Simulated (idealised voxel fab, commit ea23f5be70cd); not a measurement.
The document below concerns the process module designated voxel self aligned vias.
Square cell edge 5 nm, section width 245 nm, ID cut.
Think of the cross-section as a grid of square cells. We describe it in bands, top to bottom, and each band covers one or more rows of those cells.
Heights first: top, then bottom, in nm. Then materials, left to right, each with a width in nm. "everywhere" on a single material: fills the band edge to edge. "empty": empty space.
Height datum 0, below which the as-received substrate wafer is one material. Lowest band open at the bottom, running downward: "0 and below".
The width entry "30->40" should be interpreted row by row: the top row of cells in the band takes the first number, the bottom row takes the second number, and the change between adjacent rows is uniform throughout.
A step reported as "remained the same" is a step in which no cell of the cross-section changed.
The label "Sealed cavities" introduces a list of the empty spaces, 8 cells or larger, that have no open way up to the top; each entry in it reads width x height at distance, where the distance is taken from the left edge and all three are stated in nm.
Post-settings text on a step line: simulator's own remark regarding the step.
The optional step-line setting "overlay nm" applies to steps with a mask and quantifies how far to the right of its planned location the mask lay, a negative value indicating leftward placement.
The planned process steps are enumerated hereunder
| 1 | op RECEIVE | material Si |
| 2 | op CONFORMAL_DEP | material SiO2 | thk nm 10 |
| 3 | op CONFORMAL_DEP | material SiCN | thk nm 5 |
| 4 | op DIRECTIONAL_DEP | material SiO2 | thk nm 30 |
| 5 | op PATTERN | tone open | mask id LINES | material resist | width nm 30 | pitch nm 70 | thk nm 15 | overlay nm -15 |
| 6 | op DIRECTIONAL_ETCH | etch materials SiO2 | depth nm 30 |
| 7 | op STRIP | etch materials resist |
| 8 | op CONFORMAL_DEP | material TiN | thk nm 5 |
| 9 | op FILL_DEP | material Ru | thk nm 5 |
| 10 | op CMP | height nm 45 |
| 11 | op SELECTIVE_ETCH | etch materials W Ru TiN | depth nm 5 |
| 12 | op FILL_DEP | material SiN | thk nm 5 |
| 13 | op CMP | height nm 45 |
| 14 | op DIRECTIONAL_DEP | material SiO2 | thk nm 20 |
| 15 | op DIRECTIONAL_DEP | material aC | thk nm 15 |
| 16 | op PATTERN | tone open | mask id VIAS | material resist | width nm 50 | pitch nm 140 | thk nm 35 | overlay nm 0 |
| 17 | op DIRECTIONAL_ETCH | etch materials aC | depth nm 15 |
| 18 | op STRIP | etch materials resist |
| 19 | op DIRECTIONAL_ETCH | etch materials SiO2 | depth nm 20 |
| 20 | op DIRECTIONAL_ETCH | etch materials SiN | depth nm 5 |
| 21 | op STRIP | etch materials aC |
| 22 | op CONFORMAL_DEP | material TiN | thk nm 5 |
| 23 | op FILL_DEP | material W | thk nm 5 |
| 24 | op CMP | height nm 65 |
| 25 | op CONFORMAL_DEP | material SiN | thk nm 5 |
Wafers differ in overlay nm at step 5; plan lists the first wafer's value; identical starting state.
This is how the first of several wafers looked in cross-section when it arrived, which is after step 1
	0 and below: Si everywhere
	Sealed cavities: none
Take a look at the first of several wafers in cross-section: the module is done, and step 25 was its last step
	70 down to 65: SiN everywhere
	65 down to 50: SiO2 25; TiN 5; W 40; TiN 5; SiO2 90; TiN 5; W 40; TiN 5; SiO2 30
	50 down to 45: SiO2 25; TiN 5; W 15; TiN 30; SiO2 90; TiN 5; W 15; TiN 30; SiO2 30
	45 down to 40: SiO2 20; SiN 5; TiN 25; SiO2 40; SiN 30; SiO2 40; SiN 5; TiN 25; SiO2 55
	40 down to 20: SiO2 20; TiN 5; Ru 20; TiN 5; SiO2 40; TiN 5; Ru 20; TiN 5; SiO2 40; TiN 5; Ru 20; TiN 5; SiO2 55
	20 down to 15: SiO2 20; TiN 30; SiO2 40; TiN 30; SiO2 40; TiN 30; SiO2 55
	15 down to 10: SiCN everywhere
	10 down to 0: SiO2 everywhere
	0 and below: Si everywhere
	Sealed cavities: none
End of module: cross-section, last of several wafers
	70 down to 65: SiN everywhere
	65 down to 50: SiO2 25; TiN 5; W 40; TiN 5; SiO2 90; TiN 5; W 40; TiN 5; SiO2 30
	50 down to 45: SiO2 25; TiN 30; W 15; TiN 5; SiO2 90; TiN 30; W 15; TiN 5; SiO2 30
	45 down to 40: SiO2 50; TiN 25; SiN 5; SiO2 40; SiN 30; SiO2 40; TiN 25; SiN 5; SiO2 25
	40 down to 20: SiO2 50; TiN 5; Ru 20; TiN 5; SiO2 40; TiN 5; Ru 20; TiN 5; SiO2 40; TiN 5; Ru 20; TiN 5; SiO2 25
	20 down to 15: SiO2 50; TiN 30; SiO2 40; TiN 30; SiO2 40; TiN 30; SiO2 25
	15 down to 10: SiCN everywhere
	10 down to 0: SiO2 everywhere
	0 and below: Si everywhere
	Sealed cavities: none
Table: wafers, a row each; end-of-module cell change per material since receipt, gain (+), loss (-); then closed voids
overlay nm -15; +48 Ru; +49 SiCN; +57 SiN; +400 SiO2; +78 TiN; +54 W; Sealed cavities: none
overlay nm -10; +48 Ru; +49 SiCN; +55 SiN; +400 SiO2; +78 TiN; +56 W; Sealed cavities: none
overlay nm -5; +48 Ru; +49 SiCN; +55 SiN; +400 SiO2; +78 TiN; +56 W; Sealed cavities: none
overlay nm 0; +48 Ru; +49 SiCN; +55 SiN; +400 SiO2; +78 TiN; +56 W; Sealed cavities: none
overlay nm 5; +48 Ru; +49 SiCN; +55 SiN; +400 SiO2; +78 TiN; +56 W; Sealed cavities: none
overlay nm 10; +48 Ru; +49 SiCN; +55 SiN; +400 SiO2; +78 TiN; +56 W; Sealed cavities: none
overlay nm 15; +48 Ru; +49 SiCN; +57 SiN; +400 SiO2; +78 TiN; +54 W; Sealed cavities: none
